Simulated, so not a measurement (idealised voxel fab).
The process module presented herein is designated voxel wiring stack.
235 nm wide, 5 nm square cells: that's cross-section cut.
Cross-section format: a grid of square cells, given as bands from top to bottom; each band is one or more rows of cells.
Heights first: top, then bottom, in nm. Then materials, left to right, each with a width in nm. "throughout" on a single material: fills the band edge to edge. "air": empty space.
We count height from 0. Below that, the starting wafer is all one material. The lowest band never ends at the bottom but goes on down; see "top 0, no bottom" for how that is written.
Width spec "30->40" -> top row of cells at first value, bottom row at second value, equal per-row change in between.
"no change occurred" (step): cross-section cells unchanged, all of them.
Enclosed voids (no open way to top), threshold 8 cells or more, entry "Enclosed cavities", notation width x height at distance, distance from left edge, nm.
The remark found on a step's line after its settings is issued by the simulator itself and pertains to that step.
"overlay nm" answers the question of how far to the right of plan the mask lay on a step that has a mask, and when it is negative the answer is to the left.

Below is the list of planned process steps
1) op RECEIVE | material Si
2) op CONFORMAL_DEP | material SiO2 | thk nm 15
3) op DIRECTIONAL_DEP | material TiN | thk nm 5
4) op DIRECTIONAL_DEP | material W | thk nm 25
5) op PATTERN | tone cover | mask id METAL_1 | material resist | width nm 20 | pitch nm 40 | thk nm 15 | overlay nm 0
6) op DIRECTIONAL_ETCH | etch materials W | depth nm 25
7) op DIRECTIONAL_ETCH | etch materials TiN | depth nm 5
8) op STRIP | etch materials resist
9) op FILL_DEP | material lowk | thk nm 5
10) op CMP | height nm 45
11) op CONFORMAL_DEP | material SiCN | thk nm 5
12) op DIRECTIONAL_DEP | material SiO2 | thk nm 15
13) op PATTERN | tone open | mask id PLUG_1 | material resist | width nm 15 | pitch nm 40 | thk nm 20 | overlay nm 0
14) op DIRECTIONAL_ETCH | etch materials SiO2 | depth nm 15
15) op DIRECTIONAL_ETCH | etch materials SiCN | depth nm 5
16) op STRIP | etch materials resist
17) op CONFORMAL_DEP | material TiN | thk nm 5
18) op FILL_DEP | material W | thk nm 10
19) op CMP | height nm 65
20) op CONFORMAL_DEP | material SiCN | thk nm 5
21) op DIRECTIONAL_DEP | material SiO2 | thk nm 20
22) op PATTERN | tone open | mask id METAL_2 | material resist | width nm 20 | pitch nm 40 | thk nm 15 | overlay nm -15
23) op DIRECTIONAL_ETCH | etch materials SiO2 | depth nm 20
24) op DIRECTIONAL_ETCH | etch materials SiCN | depth nm 5
25) op STRIP | etch materials resist
26) op CONFORMAL_DEP | material TiN | thk nm 5
27) op FILL_DEP | material Cu | thk nm 10
28) op CMP | height nm 90
29) op EPI | material Ru | thk nm 5
30) op FILL_DEP | material SiCN | thk nm 5
31) op DIRECTIONAL_DEP | material lowk | thk nm 30
32) op PATTERN | tone open | mask id METAL_3 | material resist | width nm 20 | pitch nm 40 | thk nm 20 | overlay nm 0
33) op DIRECTIONAL_ETCH | etch materials lowk | depth nm 20
34) op STRIP | etch materials resist
35) op DIRECTIONAL_DEP | material aC | thk nm 10
36) op PATTERN | tone open | mask id METAL_3_HOLES | material resist | width nm 15 | thk nm 25 | overlay nm 0
37) op DIRECTIONAL_ETCH | etch materials aC | depth nm 10
38) op STRIP | etch materials resist
39) op DIRECTIONAL_ETCH | etch materials lowk | depth nm 10
40) op DIRECTIONAL_ETCH | etch materials SiCN | depth nm 5
41) op STRIP | etch materials aC
42) op CONFORMAL_DEP | material TiN | thk nm 5
43) op FILL_DEP | material Ru | thk nm 5
44) op CMP | height nm 130
45) op CONFORMAL_DEP | material SiCN | thk nm 5
46) op DIRECTIONAL_DEP | material lowk | thk nm 10
47) op DIRECTIONAL_DEP | material aC | thk nm 10
48) op PATTERN | tone open | mask id PLUG_3 | material resist | width nm 15 | pitch nm 40 | thk nm 25 | overlay nm 0
49) op DIRECTIONAL_ETCH | etch materials aC | depth nm 10
50) op STRIP | etch materials resist
51) op DIRECTIONAL_ETCH | etch materials lowk | depth nm 10
52) op DIRECTIONAL_ETCH | etch materials SiCN | depth nm 5
53) op STRIP | etch materials aC
54) op CONFORMAL_DEP | material TiN | thk nm 5
55) op FILL_DEP | material Cu | thk nm 5
56) op CMP | height nm 145
57) op DIRECTIONAL_DEP | material TiN | thk nm 5
58) op DIRECTIONAL_DEP | material Ru | thk nm 15
59) op DIRECTIONAL_DEP | material aC | thk nm 10
60) op PATTERN | tone cover | mask id METAL_4 | material resist | width nm 20 | pitch nm 40 | thk nm 30 | overlay nm 0
61) op DIRECTIONAL_ETCH | etch materials aC | depth nm 10
62) op STRIP | etch materials resist
63) op DIRECTIONAL_ETCH | etch materials Ru | depth nm 15
64) op DIRECTIONAL_ETCH | etch materials TiN | depth nm 5
65) op STRIP | etch materials aC
66) op CONFORMAL_DEP | material SiN | thk nm 5
67) op FILL_DEP | material SiO2 | thk nm 10
68) op CMP | height nm 165
69) op CONFORMAL_DEP | material SiCN | thk nm 5
Same starting wafers, different overlay nm at step 22. Plan value belongs to the first wafer.

First wafer of several, as received: cross-section after step 1
> top 0, no bottom | Si throughout
> Enclosed cavities: none

first wafer at the end, after step 69
> top 170, bottom 165 | SiCN throughout
> top 165, bottom 150 | 80 of SiO2 / 5 of SiN / 20 of Ru / 5 of SiN / 10 of SiO2 / 5 of SiN / 20 of Ru / 5 of SiN / 85 of SiO2
> top 150, bottom 145 | 85 of SiN / 20 of TiN / 20 of SiN / 20 of TiN / 90 of SiN
> top 145, bottom 135 | 85 of lowk / 5 of TiN / 5 of Cu / 5 of TiN / 25 of lowk / 5 of TiN / 5 of Cu / 5 of TiN / 95 of lowk
> top 135, bottom 130 | 85 of SiCN / 15 of TiN / 25 of SiCN / 15 of TiN / 95 of SiCN
> top 130, bottom 115 | 85 of lowk / 5 of TiN / 10 of Ru / 5 of TiN / 20 of lowk / 5 of TiN / 10 of Ru / 5 of TiN / 90 of lowk
> top 115, bottom 110 | 85 of lowk / 5 of TiN / 5 of Ru / 10 of TiN / 20 of lowk / 20 of TiN / 90 of lowk
> top 110, bottom 100 | 85 of lowk / 5 of TiN / 5 of Ru / 5 of TiN / 135 of lowk
> top 100, bottom 95 | 85 of SiCN / 15 of TiN / 135 of SiCN
> top 95, bottom 90 | 65 of SiCN / 30 of Ru / 10 of SiCN / 30 of Ru / 100 of SiCN
> top 90, bottom 70 | 70 of SiO2 / 5 of TiN / 10 of Cu / 5 of TiN / 20 of SiO2 / 5 of TiN / 10 of Cu / 5 of TiN / 105 of SiO2
> top 70, bottom 65 | 70 of SiCN / 20 of TiN / 20 of SiCN / 20 of TiN / 105 of SiCN
> top 65, bottom 50 | 85 of SiO2 / 5 of TiN / 5 of W / 5 of TiN / 25 of SiO2 / 5 of TiN / 5 of W / 5 of TiN / 95 of SiO2
> top 50, bottom 45 | 85 of SiCN / 15 of TiN / 25 of SiCN / 15 of TiN / 95 of SiCN
> top 45, bottom 20 | 85 of lowk / 20 of W / 20 of lowk / 20 of W / 90 of lowk
> top 20, bottom 15 | 85 of lowk / 20 of TiN / 20 of lowk / 20 of TiN / 90 of lowk
> top 15, bottom 0 | SiO2 throughout
> top 0, no bottom | Si throughout
> Enclosed cavities: none

So this is the cross-section on the last wafer at the end of the module
> top 170, bottom 165 | SiCN throughout
> top 165, bottom 150 | 80 of SiO2 / 5 of SiN / 20 of Ru / 5 of SiN / 10 of SiO2 / 5 of SiN / 20 of Ru / 5 of SiN / 85 of SiO2
> top 150, bottom 145 | 85 of SiN / 20 of TiN / 20 of SiN / 20 of TiN / 90 of SiN
> top 145, bottom 135 | 85 of lowk / 5 of TiN / 5 of Cu / 5 of TiN / 25 of lowk / 5 of TiN / 5 of Cu / 5 of TiN / 95 of lowk
> top 135, bottom 130 | 85 of SiCN / 15 of TiN / 25 of SiCN / 15 of TiN / 95 of SiCN
> top 130, bottom 115 | 85 of lowk / 5 of TiN / 10 of Ru / 5 of TiN / 20 of lowk / 5 of TiN / 10 of Ru / 5 of TiN / 90 of lowk
> top 115, bottom 110 | 85 of lowk / 5 of TiN / 5 of Ru / 10 of TiN / 20 of lowk / 20 of TiN / 90 of lowk
> top 110, bottom 100 | 85 of lowk / 5 of TiN / 5 of Ru / 5 of TiN / 135 of lowk
> top 100, bottom 95 | 85 of SiCN / 15 of TiN / 135 of SiCN
> top 95, bottom 90 | 95 of SiCN / 30 of Ru / 10 of SiCN / 30 of Ru / 70 of SiCN
> top 90, bottom 70 | 100 of SiO2 / 5 of TiN / 10 of Cu / 5 of TiN / 20 of SiO2 / 5 of TiN / 10 of Cu / 5 of TiN / 75 of SiO2
> top 70, bottom 65 | 100 of SiCN / 20 of TiN / 20 of SiCN / 20 of TiN / 75 of SiCN
> top 65, bottom 50 | 85 of SiO2 / 5 of TiN / 5 of W / 5 of TiN / 25 of SiO2 / 5 of TiN / 5 of W / 5 of TiN / 95 of SiO2
> top 50, bottom 45 | 85 of SiCN / 15 of TiN / 25 of SiCN / 15 of TiN / 95 of SiCN
> top 45, bottom 20 | 85 of lowk / 20 of W / 20 of lowk / 20 of W / 90 of lowk
> top 20, bottom 15 | 85 of lowk / 20 of TiN / 20 of lowk / 20 of TiN / 90 of lowk
> top 15, bottom 0 | SiO2 throughout
> top 0, no bottom | Si throughout
> Enclosed cavities: none

So in this table every wafer gets its own row, and what you see is where it stands at the end of the module: for each material, how many cells it picked up (+) or gave up (-) since we received it, and after that its closed voids
overlay nm -15, +20 Cu, +51 Ru, +247 SiCN, +51 SiN, +525 SiO2, +98 TiN, +46 W, +560 lowk, Enclosed cavities: none
overlay nm -10, +20 Cu, +51 Ru, +247 SiCN, +51 SiN, +525 SiO2, +98 TiN, +46 W, +560 lowk, Enclosed cavities: none
overlay nm -5, +20 Cu, +51 Ru, +247 SiCN, +51 SiN, +525 SiO2, +98 TiN, +46 W, +560 lowk, Enclosed cavities: none
overlay nm 0, +20 Cu, +51 Ru, +247 SiCN, +51 SiN, +525 SiO2, +98 TiN, +46 W, +560 lowk, Enclosed cavities: none
overlay nm 5, +20 Cu, +51 Ru, +247 SiCN, +51 SiN, +525 SiO2, +98 TiN, +46 W, +560 lowk, Enclosed cavities: none
overlay nm 10, +20 Cu, +51 Ru, +247 SiCN, +51 SiN, +525 SiO2, +98 TiN, +46 W, +560 lowk, Enclosed cavities: none
overlay nm 15, +20 Cu, +51 Ru, +247 SiCN, +51 SiN, +525 SiO2, +98 TiN, +46 W, +560 lowk, Enclosed cavities: none
